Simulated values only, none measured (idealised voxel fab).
process module | voxel self aligned contacts
cross-section cut | 250 nm wide | cells 5 nm
A cross-section is a grid of square cells, given in bands from the top down. A band is one or more rows of cells.
Each band's line starts with the height of the band's top and of its bottom, in nm. Then come its materials from left to right, each with its width in nm. One material with "throughout" fills the band from edge to edge. "air" is empty space.
Height 0 is the level under which the wafer as received is all one material. The lowest band goes on downwards, as in "0 down".
A width such as "30 to 40" changes by the same amount from each row of cells to the next, from the band's top row to its bottom row.
"no change" after a step means that no cell of the cross-section changed.
closed voids: empty space of 8 cells or more with no open way to the top, each as width x height at its distance from the left edge, in nm
after a step's settings: what the simulator itself notes on the step
overlay nm, on a step with a mask: how far to the right of its planned place the mask lay; to the left if negative
plan
1 op RECEIVE | material Si
2 op CONFORMAL_DEP | material SiO2 | thk nm 5
3 op DIRECTIONAL_DEP | material polySi | thk nm 20
4 op DIRECTIONAL_DEP | material SiN | thk nm 20
5 op DIRECTIONAL_DEP | material aC | thk nm 15
6 op PATTERN | tone cover | mask id GATE | material resist | width nm 35 | pitch nm 70 | thk nm 35 | overlay nm 0
7 op DIRECTIONAL_ETCH | etch materials aC | depth nm 15
8 op STRIP | etch materials resist
9 op DIRECTIONAL_ETCH | etch materials SiN | depth nm 10
10 op DIRECTIONAL_ETCH | etch materials polySi | depth nm 20
11 op STRIP | etch materials aC
12 op CONFORMAL_DEP | material SiN | thk nm 5
13 op DIRECTIONAL_ETCH | etch materials SiN | depth nm 5
14 op FILL_DEP | material SiO2 | thk nm 10
15 op CMP | height nm 50
16 op DIRECTIONAL_DEP | material aC | thk nm 15
17 op PATTERN | tone open | mask id CONTACT | material resist | width nm 55 | thk nm 30 | overlay nm 0
18 op DIRECTIONAL_ETCH | etch materials aC | depth nm 15
19 op STRIP | etch materials resist
20 op DIRECTIONAL_ETCH | etch materials SiO2 | depth nm 50
21 op STRIP | etch materials aC
22 op CONFORMAL_DEP | material TiN | thk nm 5
23 op FILL_DEP | material W | thk nm 10
24 op CMP | height nm 50
25 op CONFORMAL_DEP | material SiCN | thk nm 5
varied across the wafers: depth nm of step 9. The plan shows the first wafer's value. All wafers start alike
first wafer as received, after step 1
  0 down: Si throughout
  closed voids: none
each wafer at the end: cells of each material gained (+) or lost (-) since it was received, then its closed voids
depth nm 10 | +50 SiCN | +136 SiN | +143 SiO2 | +15 TiN | +6 W | +200 polySi | closed voids: none
depth nm 15 | +50 SiCN | +104 SiN | +170 SiO2 | +17 TiN | +9 W | +200 polySi | closed voids: none
depth nm 20 | +50 SiCN | +88 SiN | +300 SiO2 | +29 TiN | +27 W | +56 polySi | closed voids: none
depth nm 25 | +50 SiCN | +88 SiN | +300 SiO2 | +29 TiN | +27 W | +56 polySi | closed voids: none
depth nm 30 | +50 SiCN | +88 SiN | +300 SiO2 | +29 TiN | +27 W | +56 polySi | closed voids: none
depth nm 35 | +50 SiCN | +88 SiN | +300 SiO2 | +29 TiN | +27 W | +56 polySi | closed voids: none
